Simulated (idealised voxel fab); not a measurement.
process module | voxel wiring stack
cross-section cut | 210 nm wide | cells 5 nm
A cross-section is a grid of square cells, given in bands from the top down. A band is one or more rows of cells.
Each band's line starts with the height of the band's top and of its bottom, in nm. Then come its materials from left to right, each with its width in nm. One material with "throughout" fills the band from edge to edge. "air" is empty space.
Height 0 is the level under which the wafer as received is all one material. The lowest band goes on downwards, as in "0 down".
A width such as "30 to 40" changes by the same amount from each row of cells to the next, from the band's top row to its bottom row.
"no change" after a step means that no cell of the cross-section changed.
closed voids: empty space of 8 cells or more with no open way to the top, each as width x height at its distance from the left edge, in nm
after a step's settings: what the simulator itself notes on the step
overlay nm, on a step with a mask: how far to the right of its planned place the mask lay; to the left if negative
plan
1 op RECEIVE | material Si
2 op CONFORMAL_DEP | material SiO2 | thk nm 15
3 op DIRECTIONAL_DEP | material TiN | thk nm 5
4 op DIRECTIONAL_DEP | material Ru | thk nm 20
5 op MASKED_ETCH | tone cover | mask id METAL_1 | width nm 30 | pitch nm 60 | etch materials Ru | depth nm 20 | overlay nm 0
6 op MASKED_ETCH | tone cover | mask id METAL_1 | width nm 30 | pitch nm 60 | etch materials TiN | depth nm 5 | overlay nm 0
7 op CONFORMAL_DEP | material SiCN | thk nm 5
8 op FILL_DEP | material SiO2 | thk nm 5
9 op CMP | height nm 40
10 op CONFORMAL_DEP | material SiCN | thk nm 5
11 op DIRECTIONAL_DEP | material SiO2 | thk nm 10
12 op MASKED_ETCH | tone open | mask id PLUG_1 | width nm 15 | etch materials SiO2 | depth nm 10 | overlay nm 0
13 op MASKED_ETCH | tone open | mask id PLUG_1 | width nm 15 | etch materials SiCN | depth nm 5 | overlay nm 0
14 op EPI | material Ru | thk nm 10
15 op EPI | material Ru | thk nm 5
16 op CONFORMAL_DEP | material SiN | thk nm 5
17 op DIRECTIONAL_DEP | material lowk | thk nm 20
18 op MASKED_ETCH | tone open | mask id METAL_2 | width nm 30 | pitch nm 60 | etch materials lowk | depth nm 20 | overlay nm 0
19 op MASKED_ETCH | tone open | mask id METAL_2 | width nm 30 | pitch nm 60 | etch materials SiN | depth nm 5 | overlay nm 0
20 op CONFORMAL_DEP | material TiN | thk nm 5
21 op FILL_DEP | material Cu | thk nm 10
22 op CMP | height nm 80
23 op EPI | material Ru | thk nm 5
24 op FILL_DEP | material SiCN | thk nm 5
as received, after step 1
  0 down: Si throughout
  closed voids: none
first wafer at the end, as planned
  90 to 85: SiCN throughout
  85 to 80: SiCN 55 | Ru 40 | SiCN 20 | Ru 40 | SiCN 55
  80 to 60: lowk 60 | TiN 5 | Cu 20 | TiN 5 | lowk 30 | TiN 5 | Cu 20 | TiN 5 | lowk 60
  60 to 55: SiN 60 | TiN 30 | SiN 30 | TiN 30 | SiN 60
  55 to 45: SiO2 60 | Ru 15 | SiO2 135
  45 to 40: SiCN 60 | Ru 15 | SiCN 135
  40 to 20: SiO2 55 | SiCN 5 | Ru 30 | SiCN 5 | SiO2 20 | SiCN 5 | Ru 30 | SiCN 5 | SiO2 55
  20 to 15: SiCN 60 | TiN 30 | SiCN 30 | TiN 30 | SiCN 60
  15 to 0: SiO2 throughout
  0 down: Si throughout
  closed voids: none
second wafer at the end: like start, like plan, one mistake
  90 to 85: SiCN throughout
  85 to 80: SiCN 55 | Ru 40 | SiCN 20 | Ru 40 | SiCN 55
  80 to 70: lowk 60 | TiN 5 | Cu 20 | TiN 5 | lowk 30 | TiN 5 | Cu 20 | TiN 5 | lowk 60
  70 to 65: lowk 45 | SiN 15 | TiN 30 | lowk 30 | TiN 5 | Cu 20 | TiN 5 | lowk 60
  65 to 60: lowk 45 | SiN 5 | Ru 35 | SiN 5 | lowk 30 | TiN 5 | Cu 20 | TiN 5 | lowk 60
  60 to 55: SiN 50 | Ru 35 | SiN 35 | TiN 30 | SiN 60
  55 to 45: SiO2 60 | Ru 15 | SiO2 135
  45 to 40: SiCN 60 | Ru 15 | SiCN 135
  40 to 20: SiO2 55 | SiCN 5 | Ru 30 | SiCN 5 | SiO2 20 | SiCN 5 | Ru 30 | SiCN 5 | SiO2 55
  20 to 15: SiCN 60 | TiN 30 | SiCN 30 | TiN 30 | SiCN 60
  15 to 0: SiO2 throughout
  0 down: Si throughout
  closed voids: none
what went wrong: step 14 was run twice
at the end the second wafer has, in cells: 8 fewer of Cu | 14 more of Ru | 4 more of SiN | 4 fewer of TiN | 6 fewer of lowk
